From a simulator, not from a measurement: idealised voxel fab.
Process module name: voxel transistor to metal
Cross-sectional view cut (width: 195 nm; square cell size: 5 nm).
This document writes a cross-section as a grid whose cells are square, and gives it as bands, listed from the top down; one or more rows of cells form a band.
It is stipulated that each band's entry specify, in nanometres, the height of the top of the band and then that of its bottom, followed by the materials of the band in left-to-right sequence, each together with its width in nanometres. A single material marked by the word "edge to edge" is understood to fill the band from edge to edge; the word "air" is understood to denote empty space.
Heights are expressed relative to 0, this being the level below which the as-received wafer comprises one material exclusively. The lowest band is unbounded in the downward direction and is denoted as in "top 0, no bottom".
The width entry "30 to 40" should be interpreted row by row: the top row of cells in the band takes the first number, the bottom row takes the second number, and the change between adjacent rows is uniform throughout.
Step note "nothing different" = no cross-section cell changed.
Reported under the label "Fully closed voids" are the empty spaces having no open way to the top and comprising 8 cells or more; the notation for each is width x height at distance, in which the distance is measured from the left edge and all three values are in nm.
That trailing text on a step's line, after the settings, is the simulator's own remark on the step.
overlay nm: right-of-plan distance of the mask on a masked step; negative values mean left-of-plan.
Note: before/after cross-section pairs follow, one process step per pair, after-side truncated at the lowest changed band, step and settings given beneath. Different runs of this module on the same starting wafer may supply the pairs; a pair continues the one above only where the "Before the process" entry says so.

Before the process
    top 30, bottom 15  75 SiO2 / 5 SiN / 35 polySi / 5 SiN / 75 SiO2
    top 15, bottom 0  55 SiO2 / 20 SiGe / 5 SiN / 35 polySi / 5 SiN / 20 SiGe / 55 SiO2
    top 0, bottom -5  30 SiO2 / 45 SiGe / 5 SiN / 35 SiO2 / 5 SiN / 45 SiGe / 30 SiO2
    top -5, bottom -10  30 SiO2 / 45 SiGe / 45 Si / 45 SiGe / 30 SiO2
    top -10, bottom -20  40 SiO2 / 35 SiGe / 45 Si / 35 SiGe / 40 SiO2
    top -20, bottom -25  40 SiO2 / 115 Si / 40 SiO2
    top -25, no bottom  Si edge to edge
    Fully closed voids: none

Post-Step Section View
    top 30, bottom 15  75 SiO2 / 5 SiN / 35 air / 5 SiN / 75 SiO2
    top 15, bottom 0  55 SiO2 / 20 SiGe / 5 SiN / 35 air / 5 SiN / 20 SiGe / 55 SiO2
    Below 0, the layers are the same as they were.
    Fully closed voids: none
Going from one cross-section above to the next, the wafer undergoes STRIP | etch materials polySi

Before the process: nothing new to draw here, it's the after view of the pair just above.

Post-Step Section View
    top 30, bottom 25  75 air / 5 SiN / 35 air / 5 SiN / 75 air
    top 25, bottom 15  75 SiO2 / 5 SiN / 35 air / 5 SiN / 75 SiO2
    top 15, bottom 0  55 SiO2 / 20 SiGe / 5 SiN / 35 air / 5 SiN / 20 SiGe / 55 SiO2
    top 0, bottom -5  30 SiO2 / 45 SiGe / 5 SiN / 35 air / 5 SiN / 45 SiGe / 30 SiO2
    Below -5, the layers are the same as they were.
    Fully closed voids: none
Going from one cross-section above to the next, the wafer undergoes SELECTIVE_ETCH | etch materials SiO2 | depth nm 5

Before the process: nothing new to draw here, it's the after view of the pair just above.

Post-Step Section View
    top 35, bottom 30  70 air / 15 HfO2 / 25 air / 15 HfO2 / 70 air
    top 30, bottom 25  75 HfO2 / 5 SiN / 5 HfO2 / 25 air / 5 HfO2 / 5 SiN / 75 HfO2
    top 25, bottom 15  75 SiO2 / 5 SiN / 5 HfO2 / 25 air / 5 HfO2 / 5 SiN / 75 SiO2
    top 15, bottom 0  55 SiO2 / 20 SiGe / 5 SiN / 5 HfO2 / 25 air / 5 HfO2 / 5 SiN / 20 SiGe / 55 SiO2
    top 0, bottom -5  30 SiO2 / 45 SiGe / 5 SiN / 35 HfO2 / 5 SiN / 45 SiGe / 30 SiO2
    Below -5, the layers are the same as they were.
    Fully closed voids: none
Going from one cross-section above to the next, the wafer undergoes CONFORMAL_DEP | material HfO2 | thk nm 5

Before the process: nothing new to draw here, it's the after view of the pair just above.

Post-Step Section View
    top 40, bottom 35  65 air / 25 TiN / 15 air / 25 TiN / 65 air
    top 35, bottom 30  70 TiN / 15 HfO2 / 5 TiN / 15 air / 5 TiN / 15 HfO2 / 70 TiN
    top 30, bottom 25  75 HfO2 / 5 SiN / 5 HfO2 / 5 TiN / 15 air / 5 TiN / 5 HfO2 / 5 SiN / 75 HfO2
    top 25, bottom 15  75 SiO2 / 5 SiN / 5 HfO2 / 5 TiN / 15 air / 5 TiN / 5 HfO2 / 5 SiN / 75 SiO2
    top 15, bottom 5  55 SiO2 / 20 SiGe / 5 SiN / 5 HfO2 / 5 TiN / 15 air / 5 TiN / 5 HfO2 / 5 SiN / 20 SiGe / 55 SiO2
    top 5, bottom 0  55 SiO2 / 20 SiGe / 5 SiN / 5 HfO2 / 25 TiN / 5 HfO2 / 5 SiN / 20 SiGe / 55 SiO2
    Below 0, the layers are the same as they were.
    Fully closed voids: none
Going from one cross-section above to the next, the wafer undergoes CONFORMAL_DEP | material TiN | thk nm 5

Before the process: nothing new to draw here, it's the after view of the pair just above.

Post-Step Section View
    top 50, bottom 40  W edge to edge
    top 40, bottom 35  65 W / 25 TiN / 15 W / 25 TiN / 65 W
    top 35, bottom 30  70 TiN / 15 HfO2 / 5 TiN / 15 W / 5 TiN / 15 HfO2 / 70 TiN
    top 30, bottom 25  75 HfO2 / 5 SiN / 5 HfO2 / 5 TiN / 15 W / 5 TiN / 5 HfO2 / 5 SiN / 75 HfO2
    top 25, bottom 15  75 SiO2 / 5 SiN / 5 HfO2 / 5 TiN / 15 W / 5 TiN / 5 HfO2 / 5 SiN / 75 SiO2
    top 15, bottom 5  55 SiO2 / 20 SiGe / 5 SiN / 5 HfO2 / 5 TiN / 15 W / 5 TiN / 5 HfO2 / 5 SiN / 20 SiGe / 55 SiO2
    Below 5, the layers are the same as they were.
    Fully closed voids: none
Going from one cross-section above to the next, the wafer undergoes FILL_DEP | material W | thk nm 10

Before the process: nothing new to draw here, it's the after view of the pair just above.

Post-Step Section View
    top 25, bottom 15  75 SiO2 / 5 SiN / 5 HfO2 / 5 TiN / 15 W / 5 TiN / 5 HfO2 / 5 SiN / 75 SiO2
    Below 15, the layers are the same as they were.
    Fully closed voids: none
Going from one cross-section above to the next, the wafer undergoes CMP | height nm 25

Before the process: nothing new to draw here, it's the after view of the pair just above.

Post-Step Section View
    top 35, bottom 25  SiO2 edge to edge
    Below 25, the layers are the same as they were.
    Fully closed voids: none
Going from one cross-section above to the next, the wafer undergoes DIRECTIONAL_DEP | material SiO2 | thk nm 10

Before the process: nothing new to draw here, it's the after view of the pair just above.

Post-Step Section View
    top 50, bottom 35  aC edge to edge
    Below 35, the layers are the same as they were.
    Fully closed voids: none
Going from one cross-section above to the next, the wafer undergoes DIRECTIONAL_DEP | material aC | thk nm 15

Before the process: nothing new to draw here, it's the after view of the pair just above.

Post-Step Section View
    top 80, bottom 50  45 resist / 15 air / 75 resist / 15 air / 45 resist
    Below 50, the layers are the same as they were.
    Fully closed voids: none
Going from one cross-section above to the next, the wafer undergoes PATTERN | tone open | mask id CONTACT | material resist | width nm 15 | pitch nm 90 | thk nm 30 | overlay nm 0

Before the process: nothing new to draw here, it's the after view of the pair just above.

Post-Step Section View
    top 65, bottom 50  45 resist / 15 air / 75 resist / 15 air / 45 resist
    top 50, bottom 35  45 aC / 15 air / 75 aC / 15 air / 45 aC
    Below 35, the layers are the same as they were.
    Fully closed voids: none
Going from one cross-section above to the next, the wafer undergoes DIRECTIONAL_ETCH | etch materials aC | depth nm 15

Before the process: nothing new to draw here, it's the after view of the pair just above.

Post-Step Section View
    top 50, bottom 35  45 aC / 15 air / 75 aC / 15 air / 45 aC
    Below 35, the layers are the same as they were.
    Fully closed voids: none
Going from one cross-section above to the next, the wafer undergoes STRIP | etch materials resist

Before the process: nothing new to draw here, it's the after view of the pair just above.

Post-Step Section View
    top 50, bottom 35  45 aC / 15 air / 75 aC / 15 air / 45 aC
    top 35, bottom 25  45 SiO2 / 15 air / 75 SiO2 / 15 air / 45 SiO2
    top 25, bottom 15  45 SiO2 / 15 air / 15 SiO2 / 5 SiN / 5 HfO2 / 5 TiN / 15 W / 5 TiN / 5 HfO2 / 5 SiN / 15 SiO2 / 15 air / 45 SiO2
    top 15, bottom 5  45 SiO2 / 10 air / 20 SiGe / 5 SiN / 5 HfO2 / 5 TiN / 15 W / 5 TiN / 5 HfO2 / 5 SiN / 20 SiGe / 10 air / 45 SiO2
    top 5, bottom 0  45 SiO2 / 10 air / 20 SiGe / 5 SiN / 5 HfO2 / 25 TiN / 5 HfO2 / 5 SiN / 20 SiGe / 10 air / 45 SiO2
    Below 0, the layers are the same as they were.
    Fully closed voids: none
Going from one cross-section above to the next, the wafer undergoes DIRECTIONAL_ETCH | etch materials SiO2 | depth nm 35

Before the process: nothing new to draw here, it's the after view of the pair just above.

Post-Step Section View
    top 35, bottom 25  45 SiO2 / 15 air / 75 SiO2 / 15 air / 45 SiO2
    Below 25, the layers are the same as they were.
    Fully closed voids: none
Going from one cross-section above to the next, the wafer undergoes STRIP | etch materials aC

Before the process: nothing new to draw here, it's the after view of the pair just above.

Post-Step Section View
    top 40, bottom 35  50 TiN / 5 air / 85 TiN / 5 air / 50 TiN
    top 35, bottom 25  45 SiO2 / 5 TiN / 5 air / 5 TiN / 75 SiO2 / 5 TiN / 5 air / 5 TiN / 45 SiO2
    top 25, bottom 20  45 SiO2 / 5 TiN / 5 air / 5 TiN / 15 SiO2 / 5 SiN / 5 HfO2 / 5 TiN / 15 W / 5 TiN / 5 HfO2 / 5 SiN / 15 SiO2 / 5 TiN / 5 air / 5 TiN / 45 SiO2
    top 20, bottom 15  45 SiO2 / 15 TiN / 15 SiO2 / 5 SiN / 5 HfO2 / 5 TiN / 15 W / 5 TiN / 5 HfO2 / 5 SiN / 15 SiO2 / 15 TiN / 45 SiO2
    top 15, bottom 5  45 SiO2 / 10 TiN / 20 SiGe / 5 SiN / 5 HfO2 / 5 TiN / 15 W / 5 TiN / 5 HfO2 / 5 SiN / 20 SiGe / 10 TiN / 45 SiO2
    top 5, bottom 0  45 SiO2 / 10 TiN / 20 SiGe / 5 SiN / 5 HfO2 / 25 TiN / 5 HfO2 / 5 SiN / 20 SiGe / 10 TiN / 45 SiO2
    Below 0, the layers are the same as they were.
    Fully closed voids: none
Going from one cross-section above to the next, the wafer undergoes CONFORMAL_DEP | material TiN | thk nm 5

Before the process: nothing new to draw here, it's the after view of the pair just above.

Post-Step Section View
    top 45, bottom 40  Ru edge to edge
    top 40, bottom 35  50 TiN / 5 Ru / 85 TiN / 5 Ru / 50 TiN
    top 35, bottom 25  45 SiO2 / 5 TiN / 5 Ru / 5 TiN / 75 SiO2 / 5 TiN / 5 Ru / 5 TiN / 45 SiO2
    top 25, bottom 20  45 SiO2 / 5 TiN / 5 Ru / 5 TiN / 15 SiO2 / 5 SiN / 5 HfO2 / 5 TiN / 15 W / 5 TiN / 5 HfO2 / 5 SiN / 15 SiO2 / 5 TiN / 5 Ru / 5 TiN / 45 SiO2
    Below 20, the layers are the same as they were.
    Fully closed voids: none
Going from one cross-section above to the next, the wafer undergoes FILL_DEP | material Ru | thk nm 5

Before the process: nothing new to draw here, it's the after view of the pair just above.

Post-Step Section View
    top 35, bottom 25  45 SiO2 / 5 TiN / 5 Ru / 5 TiN / 75 SiO2 / 5 TiN / 5 Ru / 5 TiN / 45 SiO2
    Below 25, the layers are the same as they were.
    Fully closed voids: none
Going from one cross-section above to the next, the wafer undergoes CMP | height nm 35

Before the process: nothing new to draw here, it's the after view of the pair just above.

Post-Step Section View
    top 40, bottom 35  TiN edge to edge
    Below 35, the layers are the same as they were.
    Fully closed voids: none
Going from one cross-section above to the next, the wafer undergoes DIRECTIONAL_DEP | material TiN | thk nm 5

Before the process: nothing new to draw here, it's the after view of the pair just above.

Post-Step Section View
    top 55, bottom 40  W edge to edge
    Below 40, the layers are the same as they were.
    Fully closed voids: none
Going from one cross-section above to the next, the wafer undergoes DIRECTIONAL_DEP | material W | thk nm 15

Before the process: nothing new to draw here, it's the after view of the pair just above.

Post-Step Section View
    top 70, bottom 55  45 air / 15 resist / 75 air / 15 resist / 45 air
    Below 55, the layers are the same as they were.
    Fully closed voids: none
Going from one cross-section above to the next, the wafer undergoes PATTERN | tone cover | mask id METAL_1 | material resist | width nm 15 | pitch nm 90 | thk nm 15 | overlay nm 0

Before the process: nothing new to draw here, it's the after view of the pair just above.

Post-Step Section View
    top 70, bottom 55  45 air / 15 resist / 75 air / 15 resist / 45 air
    top 55, bottom 40  45 air / 15 W / 75 air / 15 W / 45 air
    Below 40, the layers are the same as they were.
    Fully closed voids: none
Going from one cross-section above to the next, the wafer undergoes DIRECTIONAL_ETCH | etch materials W | depth nm 15

Before the process: nothing new to draw here, it's the after view of the pair just above.

Post-Step Section View
    top 70, bottom 55  45 air / 15 resist / 75 air / 15 resist / 45 air
    top 55, bottom 40  45 air / 15 W / 75 air / 15 W / 45 air
    top 40, bottom 35  45 air / 15 TiN / 75 air / 15 TiN / 45 air
    Below 35, the layers are the same as they were.
    Fully closed voids: none
Going from one cross-section above to the next, the wafer undergoes DIRECTIONAL_ETCH | etch materials TiN | depth nm 5

Before the process: nothing new to draw here, it's the after view of the pair just above.

Post-Step Section View
    top 55, bottom 40  45 air / 15 W / 75 air / 15 W / 45 air
    Below 40, the layers are the same as they were.
    Fully closed voids: none
Going from one cross-section above to the next, the wafer undergoes STRIP | etch materials resist

Before the process: nothing new to draw here, it's the after view of the pair just above.

Post-Step Section View
    top 65, bottom 55  lowk edge to edge
    top 55, bottom 40  45 lowk / 15 W / 75 lowk / 15 W / 45 lowk
    top 40, bottom 35  45 lowk / 15 TiN / 75 lowk / 15 TiN / 45 lowk
    Below 35, the layers are the same as they were.
    Fully closed voids: none
Going from one cross-section above to the next, the wafer undergoes FILL_DEP | material lowk | thk nm 10

Before the process: nothing new to draw here, it's the after view of the pair just above.

Post-Step Section View
    top 55, bottom 40  45 lowk / 15 W / 75 lowk / 15 W / 45 lowk
    Below 40, the layers are the same as they were.
    Fully closed voids: none
Going from one cross-section above to the next, the wafer undergoes CMP | height nm 55

Before the process: nothing new to draw here, it's the after view of the pair just above.

Post-Step Section View
    top 60, bottom 55  SiN edge to edge
    Below 55, the layers are the same as they were.
    Fully closed voids: none
Going from one cross-section above to the next, the wafer undergoes CONFORMAL_DEP | material SiN | thk nm 5

Before the process
    top 30, bottom 15  35 air / 125 resist / 35 air
    top 15, bottom 5  35 air / 125 SiN / 35 air
    top 5, bottom 0  35 air / 125 SiO2 / 35 air
    top 0, bottom -20  35 air / 125 Si / 35 air
    top -20, no bottom  Si edge to edge
    Fully closed voids: none

Post-Step Section View
    top 30, bottom 15  35 air / 125 resist / 35 air
    top 15, bottom 5  35 air / 125 SiN / 35 air
    top 5, bottom 0  35 air / 125 SiO2 / 35 air
    top 0, bottom -40  35 air / 125 Si / 35 air
    Below -40, the layers are the same as they were.
    Fully closed voids: none
Going from one cross-section above to the next, the wafer undergoes DIRECTIONAL_ETCH | etch materials Si | depth nm 20

Before the process: nothing new to draw here, it's the after view of the pair just above.

Post-Step Section View
    top 15, bottom 5  35 air / 125 SiN / 35 air
    Below 5, the layers are the same as they were.
    Fully closed voids: none
Going from one cross-section above to the next, the wafer undergoes STRIP | etch materials resist

Before the process: nothing new to draw here, it's the after view of the pair just above.

Post-Step Section View
    top 15, bottom 5  35 air / 125 SiN / 35 air
    top 5, bottom 0  35 air / 125 SiO2 / 35 air
    top 0, bottom -40  35 air / 5 SiO2 / 115 Si / 5 SiO2 / 35 air
    top -40, bottom -45  40 SiO2 / 115 Si / 40 SiO2
    Below -45, the layers are the same as they were.
    Fully closed voids: none
Going from one cross-section above to the next, the wafer undergoes OXIDIZE | depth nm 5

Before the process: nothing new to draw here, it's the after view of the pair just above.

Post-Step Section View
    top 20, bottom 15  SiO2 edge to edge
    top 15, bottom 5  35 SiO2 / 125 SiN / 35 SiO2
    top 5, bottom 0  SiO2 edge to edge
    top 0, bottom -45  40 SiO2 / 115 Si / 40 SiO2
    Below -45, the layers are the same as they were.
    Fully closed voids: none
Going from one cross-section above to the next, the wafer undergoes FILL_DEP | material SiO2 | thk nm 5

Before the process: nothing new to draw here, it's the after view of the pair just above.

Post-Step Section View
    top 15, bottom 5  35 SiO2 / 125 SiN / 35 SiO2
    Below 5, the layers are the same as they were.
    Fully closed voids: none
Going from one cross-section above to the next, the wafer undergoes CMP | height nm 15

Before the process: nothing new to draw here, it's the after view of the pair just above.

Post-Step Section View
    top 15, bottom 5  35 air / 125 SiN / 35 air
    Below 5, the layers are the same as they were.
    Fully closed voids: none
Going from one cross-section above to the next, the wafer undergoes SELECTIVE_ETCH | etch materials SiO2 | depth nm 10

Before the process: nothing new to draw here, it's the after view of the pair just above.

Post-Step Section View
    top 5, bottom 0  SiO2 edge to edge
    Below 0, the layers are the same as they were.
    Fully closed voids: none
Going from one cross-section above to the next, the wafer undergoes STRIP | etch materials SiN

Before the process: nothing new to draw here, it's the after view of the pair just above.

Post-Step Section View
    top 0, bottom -45  40 SiO2 / 115 Si / 40 SiO2
    Below -45, the layers are the same as they were.
    Fully closed voids: none
Going from one cross-section above to the next, the wafer undergoes SELECTIVE_ETCH | etch materials SiO2 | depth nm 5

Before the process: nothing new to draw here, it's the after view of the pair just above.

Post-Step Section View
    top 0, bottom -5  SiO2 edge to edge
    Below -5, the layers are the same as they were.
    Fully closed voids: none
Going from one cross-section above to the next, the wafer undergoes OXIDIZE | depth nm 5

Before the process: nothing new to draw here, it's the after view of the pair just above.

Post-Step Section View
    top 30, bottom 0  polySi edge to edge
    Below 0, the layers are the same as they were.
    Fully closed voids: none
Going from one cross-section above to the next, the wafer undergoes DIRECTIONAL_DEP | material polySi | thk nm 30

Before the process: nothing new to draw here, it's the after view of the pair just above.

Post-Step Section View
    top 45, bottom 30  SiCN edge to edge
    Below 30, the layers are the same as they were.
    Fully closed voids: none
Going from one cross-section above to the next, the wafer undergoes DIRECTIONAL_DEP | material SiCN | thk nm 15

Before the process: nothing new to draw here, it's the after view of the pair just above.

Post-Step Section View
    top 60, bottom 45  80 air / 35 resist / 80 air
    Below 45, the layers are the same as they were.
    Fully closed voids: none
Going from one cross-section above to the next, the wafer undergoes PATTERN | tone cover | mask id GATE | material resist | width nm 35 | thk nm 15 | overlay nm 0

Before the process: nothing new to draw here, it's the after view of the pair just above.

Post-Step Section View
    top 60, bottom 45  80 air / 35 resist / 80 air
    top 45, bottom 30  80 air / 35 SiCN / 80 air
    Below 30, the layers are the same as they were.
    Fully closed voids: none
Going from one cross-section above to the next, the wafer undergoes DIRECTIONAL_ETCH | etch materials SiCN | depth nm 25

Before the process: nothing new to draw here, it's the after view of the pair just above.

Post-Step Section View
    top 60, bottom 45  80 air / 35 resist / 80 air
    top 45, bottom 30  80 air / 35 SiCN / 80 air
    top 30, bottom 0  80 air / 35 polySi / 80 air
    Below 0, the layers are the same as they were.
    Fully closed voids: none
Going from one cross-section above to the next, the wafer undergoes DIRECTIONAL_ETCH | etch materials polySi | depth nm 40

Before the process: nothing new to draw here, it's the after view of the pair just above.

Post-Step Section View
    top 45, bottom 30  80 air / 35 SiCN / 80 air
    Below 30, the layers are the same as they were.
    Fully closed voids: none
Going from one cross-section above to the next, the wafer undergoes STRIP | etch materials resist

Before the process: nothing new to draw here, it's the after view of the pair just above.

Post-Step Section View
    top 50, bottom 45  75 air / 45 SiO2 / 75 air
    top 45, bottom 30  75 air / 5 SiO2 / 35 SiCN / 5 SiO2 / 75 air
    top 30, bottom 5  75 air / 5 SiO2 / 35 polySi / 5 SiO2 / 75 air
    top 5, bottom 0  80 SiO2 / 35 polySi / 80 SiO2
    Below 0, the layers are the same as they were.
    Fully closed voids: none
Going from one cross-section above to the next, the wafer undergoes CONFORMAL_DEP | material SiO2 | thk nm 5

Before the process: nothing new to draw here, it's the after view of the pair just above.

Post-Step Section View
    top 45, bottom 30  75 air / 5 SiO2 / 35 SiCN / 5 SiO2 / 75 air
    top 30, bottom 0  75 air / 5 SiO2 / 35 polySi / 5 SiO2 / 75 air
    Below 0, the layers are the same as they were.
    Fully closed voids: none
Going from one cross-section above to the next, the wafer undergoes DIRECTIONAL_ETCH | etch materials SiO2 | depth nm 5

Before the process: nothing new to draw here, it's the after view of the pair just above.

Post-Step Section View
    top 50, bottom 45  70 air / 55 SiN / 70 air
    top 45, bottom 30  70 air / 5 SiN / 5 SiO2 / 35 SiCN / 5 SiO2 / 5 SiN / 70 air
    top 30, bottom 5  70 air / 5 SiN / 5 SiO2 / 35 polySi / 5 SiO2 / 5 SiN / 70 air
    top 5, bottom 0  75 SiN / 5 SiO2 / 35 polySi / 5 SiO2 / 75 SiN
    Below 0, the layers are the same as they were.
    Fully closed voids: none
Going from one cross-section above to the next, the wafer undergoes CONFORMAL_DEP | material SiN | thk nm 5

Before the process: nothing new to draw here, it's the after view of the pair just above.

Post-Step Section View
    top 45, bottom 30  70 air / 5 SiN / 5 SiO2 / 35 SiCN / 5 SiO2 / 5 SiN / 70 air
    top 30, bottom 0  70 air / 5 SiN / 5 SiO2 / 35 polySi / 5 SiO2 / 5 SiN / 70 air
    Below 0, the layers are the same as they were.
    Fully closed voids: none
Going from one cross-section above to the next, the wafer undergoes DIRECTIONAL_ETCH | etch materials SiN | depth nm 5

Before the process: nothing new to draw here, it's the after view of the pair just above.

Post-Step Section View
    top 45, bottom 40  70 air / 5 SiN / 5 air / 35 SiCN / 5 air / 5 SiN / 70 air
    top 40, bottom 30  70 air / 5 SiN / 5 SiO2 / 35 SiCN / 5 SiO2 / 5 SiN / 70 air
    top 30, bottom 0  70 air / 5 SiN / 5 SiO2 / 35 polySi / 5 SiO2 / 5 SiN / 70 air
    top 0, bottom -5  70 air / 55 SiO2 / 70 air
    Below -5, the layers are the same as they were.
    Fully closed voids: none
Going from one cross-section above to the next, the wafer undergoes DIRECTIONAL_ETCH | etch materials SiO2 | depth nm 5

Before the process: nothing new to draw here, it's the after view of the pair just above.

Post-Step Section View
    top 45, bottom 40  70 air / 5 SiN / 5 air / 35 SiCN / 5 air / 5 SiN / 70 air
    top 40, bottom 30  70 air / 5 SiN / 5 SiO2 / 35 SiCN / 5 SiO2 / 5 SiN / 70 air
    top 30, bottom 0  70 air / 5 SiN / 5 SiO2 / 35 polySi / 5 SiO2 / 5 SiN / 70 air
    top 0, bottom -5  70 air / 55 SiO2 / 70 air
    top -5, bottom -20  40 SiO2 / 30 air / 55 Si / 30 air / 40 SiO2
    Below -20, the layers are the same as they were.
    Fully closed voids: none
Going from one cross-section above to the next, the wafer undergoes DIRECTIONAL_ETCH | etch materials Si | depth nm 15

Before the process: nothing new to draw here, it's the after view of the pair just above.

Post-Step Section View
    top 45, bottom 40  70 air / 5 SiN / 5 air / 35 SiCN / 5 air / 5 SiN / 70 air
    top 40, bottom 30  70 air / 5 SiN / 5 SiO2 / 35 SiCN / 5 SiO2 / 5 SiN / 70 air
    top 30, bottom 15  70 air / 5 SiN / 5 SiO2 / 35 polySi / 5 SiO2 / 5 SiN / 70 air
    top 15, bottom 0  50 air / 20 SiGe / 5 SiN / 5 SiO2 / 35 polySi / 5 SiO2 / 5 SiN / 20 SiGe / 50 air
    top 0, bottom -5  35 air / 35 SiGe / 55 SiO2 / 35 SiGe / 35 air
    top -5, bottom -20  40 SiO2 / 30 SiGe / 55 Si / 30 SiGe / 40 SiO2
    Below -20, the layers are the same as they were.
    Fully closed voids: none
Going from one cross-section above to the next, the wafer undergoes EPI | material SiGe | thk nm 20

Before the process: nothing new to draw here, it's the after view of the pair just above.

Post-Step Section View
    top 50, bottom 45  SiO2 edge to edge
    top 45, bottom 30  70 SiO2 / 5 SiN / 5 SiO2 / 35 SiCN / 5 SiO2 / 5 SiN / 70 SiO2
    top 30, bottom 15  70 SiO2 / 5 SiN / 5 SiO2 / 35 polySi / 5 SiO2 / 5 SiN / 70 SiO2
    top 15, bottom 0  50 SiO2 / 20 SiGe / 5 SiN / 5 SiO2 / 35 polySi / 5 SiO2 / 5 SiN / 20 SiGe / 50 SiO2
    top 0, bottom -5  35 SiO2 / 35 SiGe / 55 SiO2 / 35 SiGe / 35 SiO2
    Below -5, the layers are the same as they were.
    Fully closed voids: none
Going from one cross-section above to the next, the wafer undergoes FILL_DEP | material SiO2 | thk nm 5

Before the process: nothing new to draw here, it's the after view of the pair just above.

Post-Step Section View
    top 30, bottom 15  70 SiO2 / 5 SiN / 5 SiO2 / 35 polySi / 5 SiO2 / 5 SiN / 70 SiO2
    Below 15, the layers are the same as they were.
    Fully closed voids: none
Going from one cross-section above to the next, the wafer undergoes CMP | height nm 30

Before the process: nothing new to draw here, it's the after view of the pair just above.

Post-Step Section View
    top 30, bottom 15  70 SiO2 / 5 SiN / 5 SiO2 / 35 air / 5 SiO2 / 5 SiN / 70 SiO2
    top 15, bottom 0  50 SiO2 / 20 SiGe / 5 SiN / 5 SiO2 / 35 air / 5 SiO2 / 5 SiN / 20 SiGe / 50 SiO2
    Below 0, the layers are the same as they were.
    Fully closed voids: none
Going from one cross-section above to the next, the wafer undergoes STRIP | etch materials polySi

Before the process: nothing new to draw here, it's the after view of the pair just above.

Post-Step Section View
    top 30, bottom 25  70 air / 5 SiN / 45 air / 5 SiN / 70 air
    top 25, bottom 15  70 SiO2 / 5 SiN / 45 air / 5 SiN / 70 SiO2
    top 15, bottom 0  50 SiO2 / 20 SiGe / 5 SiN / 45 air / 5 SiN / 20 SiGe / 50 SiO2
    top 0, bottom -5  35 SiO2 / 35 SiGe / 5 SiO2 / 45 air / 5 SiO2 / 35 SiGe / 35 SiO2
    Below -5, the layers are the same as they were.
    Fully closed voids: none
Going from one cross-section above to the next, the wafer undergoes SELECTIVE_ETCH | etch materials SiO2 | depth nm 5

Before the process: nothing new to draw here, it's the after view of the pair just above.

Post-Step Section View
    top 35, bottom 30  65 air / 15 HfO2 / 35 air / 15 HfO2 / 65 air
    top 30, bottom 25  70 HfO2 / 5 SiN / 5 HfO2 / 35 air / 5 HfO2 / 5 SiN / 70 HfO2
    top 25, bottom 15  70 SiO2 / 5 SiN / 5 HfO2 / 35 air / 5 HfO2 / 5 SiN / 70 SiO2
    top 15, bottom 0  50 SiO2 / 20 SiGe / 5 SiN / 5 HfO2 / 35 air / 5 HfO2 / 5 SiN / 20 SiGe / 50 SiO2
    top 0, bottom -5  35 SiO2 / 35 SiGe / 5 SiO2 / 45 HfO2 / 5 SiO2 / 35 SiGe / 35 SiO2
    Below -5, the layers are the same as they were.
    Fully closed voids: none
Going from one cross-section above to the next, the wafer undergoes CONFORMAL_DEP | material HfO2 | thk nm 5

Before the process: nothing new to draw here, it's the after view of the pair just above.

Post-Step Section View
    top 40, bottom 35  60 air / 25 TiN / 25 air / 25 TiN / 60 air
    top 35, bottom 30  65 TiN / 15 HfO2 / 5 TiN / 25 air / 5 TiN / 15 HfO2 / 65 TiN
    top 30, bottom 25  70 HfO2 / 5 SiN / 5 HfO2 / 5 TiN / 25 air / 5 TiN / 5 HfO2 / 5 SiN / 70 HfO2
    top 25, bottom 15  70 SiO2 / 5 SiN / 5 HfO2 / 5 TiN / 25 air / 5 TiN / 5 HfO2 / 5 SiN / 70 SiO2
    top 15, bottom 5  50 SiO2 / 20 SiGe / 5 SiN / 5 HfO2 / 5 TiN / 25 air / 5 TiN / 5 HfO2 / 5 SiN / 20 SiGe / 50 SiO2
    top 5, bottom 0  50 SiO2 / 20 SiGe / 5 SiN / 5 HfO2 / 35 TiN / 5 HfO2 / 5 SiN / 20 SiGe / 50 SiO2
    Below 0, the layers are the same as they were.
    Fully closed voids: none
Going from one cross-section above to the next, the wafer undergoes CONFORMAL_DEP | material TiN | thk nm 5

Before the process: nothing new to draw here, it's the after view of the pair just above.

Post-Step Section View
    top 50, bottom 40  W edge to edge
    top 40, bottom 35  60 W / 25 TiN / 25 W / 25 TiN / 60 W
    top 35, bottom 30  65 TiN / 15 HfO2 / 5 TiN / 25 W / 5 TiN / 15 HfO2 / 65 TiN
    top 30, bottom 25  70 HfO2 / 5 SiN / 5 HfO2 / 5 TiN / 25 W / 5 TiN / 5 HfO2 / 5 SiN / 70 HfO2
    top 25, bottom 15  70 SiO2 / 5 SiN / 5 HfO2 / 5 TiN / 25 W / 5 TiN / 5 HfO2 / 5 SiN / 70 SiO2
    top 15, bottom 5  50 SiO2 / 20 SiGe / 5 SiN / 5 HfO2 / 5 TiN / 25 W / 5 TiN / 5 HfO2 / 5 SiN / 20 SiGe / 50 SiO2
    Below 5, the layers are the same as they were.
    Fully closed voids: none
Going from one cross-section above to the next, the wafer undergoes FILL_DEP | material W | thk nm 10

Before the process: nothing new to draw here, it's the after view of the pair just above.

Post-Step Section View
    top 25, bottom 15  70 SiO2 / 5 SiN / 5 HfO2 / 5 TiN / 25 W / 5 TiN / 5 HfO2 / 5 SiN / 70 SiO2
    Below 15, the layers are the same as they were.
    Fully closed voids: none
Going from one cross-section above to the next, the wafer undergoes CMP | height nm 25

Before the process: nothing new to draw here, it's the after view of the pair just above.

Post-Step Section View
    top 35, bottom 25  SiO2 edge to edge
    Below 25, the layers are the same as they were.
    Fully closed voids: none
Going from one cross-section above to the next, the wafer undergoes DIRECTIONAL_DEP | material SiO2 | thk nm 10

Before the process: nothing new to draw here, it's the after view of the pair just above.

Post-Step Section View
    top 50, bottom 35  aC edge to edge
    Below 35, the layers are the same as they were.
    Fully closed voids: none
Going from one cross-section above to the next, the wafer undergoes DIRECTIONAL_DEP | material aC | thk nm 15

Before the process: nothing new to draw here, it's the after view of the pair just above.

Post-Step Section View
    top 80, bottom 50  45 resist / 15 air / 75 resist / 15 air / 45 resist
    Below 50, the layers are the same as they were.
    Fully closed voids: none
Going from one cross-section above to the next, the wafer undergoes PATTERN | tone open | mask id CONTACT | material resist | width nm 15 | pitch nm 90 | thk nm 30 | overlay nm 0

Before the process: nothing new to draw here, it's the after view of the pair just above.

Post-Step Section View
    top 65, bottom 50  45 resist / 15 air / 75 resist / 15 air / 45 resist
    top 50, bottom 35  45 aC / 15 air / 75 aC / 15 air / 45 aC
    Below 35, the layers are the same as they were.
    Fully closed voids: none
Going from one cross-section above to the next, the wafer undergoes DIRECTIONAL_ETCH | etch materials aC | depth nm 15
